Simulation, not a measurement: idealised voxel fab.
Proc. module: voxel ribs on slabs
150 nm wide, 5 nm square cells: that's cross-section cut.
When this document writes out a cross-section, it uses a grid of square cells and lists it as bands, beginning at the top and moving down, with a band standing for one or more rows of cells.
First you get the band's top height and its bottom height, in nm, and then the materials it's made of, left to right, with each width in nm. If you see a single material with "throughout", that one covers the band edge to edge. "air" is empty space.
The level at which height equals 0 is the one under which the wafer, as it arrives, is entirely one material. No lower edge exists for the bottom band, which continues downward and is notated as in "0 nm and below".
With a width like "30->40", each row of cells in the band differs from the next by the same amount, the top row carrying the first number and the bottom row the second.
Take "remains unaltered" at face value: in the step it is given for, the cross-section changed in none of its cells.
"Cavities, sealed" enumerates empty spaces isolated from the top, with no open way to it, that contain at least 8 cells, giving each as width x height at distance from the left edge, all three in nm.
after a step's settings: what the simulator itself notes on the step
overlay nm: on a step with a mask, how far right of its planned place the mask lay; negative means left.
plan
| 1 | RECEIVE,material Si |
| 2 | DIRECTIONAL_DEP,material SiO2,thk nm 25 |
| 3 | DIRECTIONAL_DEP,material polySi,thk nm 25 |
| 4 | DIRECTIONAL_DEP,material aC,thk nm 10 |
| 5 | PATTERN,tone cover,mask id RIB,material resist,width nm 25,thk nm 25,overlay nm 0 |
| 6 | DIRECTIONAL_ETCH,etch materials aC,depth nm 10 |
| 7 | STRIP,etch materials resist |
| 8 | DIRECTIONAL_ETCH,etch materials polySi,depth nm 10 |
| 9 | STRIP,etch materials aC |
| 10 | MASKED_ETCH,tone cover,mask id SLAB,width nm 55,etch materials polySi,depth nm 15,overlay nm 0 |
| 11 | FILL_DEP,material SiO2,thk nm 15 |
| 12 | CMP,height nm 60 |
| 13 | DIRECTIONAL_DEP,material W,thk nm 5 |
| 14 | DIRECTIONAL_DEP,material aC,thk nm 10 |
| 15 | PATTERN,tone cover,mask id HEATER,material resist,width nm 35,thk nm 30,overlay nm 0 |
| 16 | DIRECTIONAL_ETCH,etch materials aC,depth nm 10 |
| 17 | STRIP,etch materials resist |
| 18 | DIRECTIONAL_ETCH,etch materials W,depth nm 5 |
| 19 | STRIP,etch materials aC |
| 20 | CONFORMAL_DEP,material SiN,thk nm 5 |
First wafer out of two, processed as planned
Cross-section of the wafer at receipt, which is the condition after step 1
    0 nm and below  Si throughout
    Cavities, sealed: none
Cross-section through the wafer, step 2 finished
    25 nm to 0 nm  SiO2 throughout
    Everything under 0 stays put, no change at all.
Cross-section through the wafer, step 3 finished
    50 nm to 25 nm  polySi throughout
    Everything under 25 stays put, no change at all.
Cross-section through the wafer, step 4 finished
    60 nm to 50 nm  aC throughout
    Everything under 50 stays put, no change at all.
Cross-section through the wafer, step 5 finished
    85 nm to 60 nm  60 of air, 25 of resist, 65 of air
    Everything under 60 stays put, no change at all.
Cross-section through the wafer, step 6 finished
    75 nm to 60 nm  60 of air, 25 of resist, 65 of air
    60 nm to 50 nm  60 of air, 25 of aC, 65 of air
    Everything under 50 stays put, no change at all.
Cross-section through the wafer, step 7 finished
    60 nm to 50 nm  60 of air, 25 of aC, 65 of air
    Everything under 50 stays put, no change at all.
Cross-section through the wafer, step 8 finished
    60 nm to 50 nm  60 of air, 25 of aC, 65 of air
    50 nm to 40 nm  60 of air, 25 of polySi, 65 of air
    Everything under 40 stays put, no change at all.
Cross-section through the wafer, step 9 finished
    50 nm to 40 nm  60 of air, 25 of polySi, 65 of air
    Everything under 40 stays put, no change at all.
Cross-section through the wafer, step 10 finished
    50 nm to 40 nm  60 of air, 25 of polySi, 65 of air
    40 nm to 25 nm  45 of air, 55 of polySi, 50 of air
    Everything under 25 stays put, no change at all.
Cross-section through the wafer, step 11 finished
    65 nm to 50 nm  SiO2 throughout
    50 nm to 40 nm  60 of SiO2, 25 of polySi, 65 of SiO2
    40 nm to 25 nm  45 of SiO2, 55 of polySi, 50 of SiO2
    Everything under 25 stays put, no change at all.
Cross-section through the wafer, step 12 finished
    60 nm to 50 nm  SiO2 throughout
    Everything under 50 stays put, no change at all.
Cross-section through the wafer, step 13 finished
    65 nm to 60 nm  W throughout
    Everything under 60 stays put, no change at all.
Cross-section through the wafer, step 14 finished
    75 nm to 65 nm  aC throughout
    Everything under 65 stays put, no change at all.
Cross-section through the wafer, step 15 finished
    105 nm to 75 nm  55 of air, 35 of resist, 60 of air
    Everything under 75 stays put, no change at all.
Cross-section through the wafer, step 16 finished
    95 nm to 75 nm  55 of air, 35 of resist, 60 of air
    75 nm to 65 nm  55 of air, 35 of aC, 60 of air
    Everything under 65 stays put, no change at all.
Cross-section through the wafer, step 17 finished
    75 nm to 65 nm  55 of air, 35 of aC, 60 of air
    Everything under 65 stays put, no change at all.
Cross-section through the wafer, step 18 finished
    75 nm to 65 nm  55 of air, 35 of aC, 60 of air
    65 nm to 60 nm  55 of air, 35 of W, 60 of air
    Everything under 60 stays put, no change at all.
Cross-section through the wafer, step 19 finished
    65 nm to 60 nm  55 of air, 35 of W, 60 of air
    Everything under 60 stays put, no change at all.
Cross-section through the wafer, step 20 finished
    70 nm to 65 nm  50 of air, 45 of SiN, 55 of air
    65 nm to 60 nm  55 of SiN, 35 of W, 60 of SiN
    Everything under 60 stays put, no change at all.
Wafer two. Same start, same plan, one slip in execution. Same as wafer one through step 19, inclusive
Second wafer, cross-section, planned end of step 20: remains unaltered
Heads up, the wafer didn't run the way we planned it: the plan's step 20 was left out and never carried out
Wrapping up, a cell-based count of both wafers puts the second over or under the first for these materials: -32 SiN
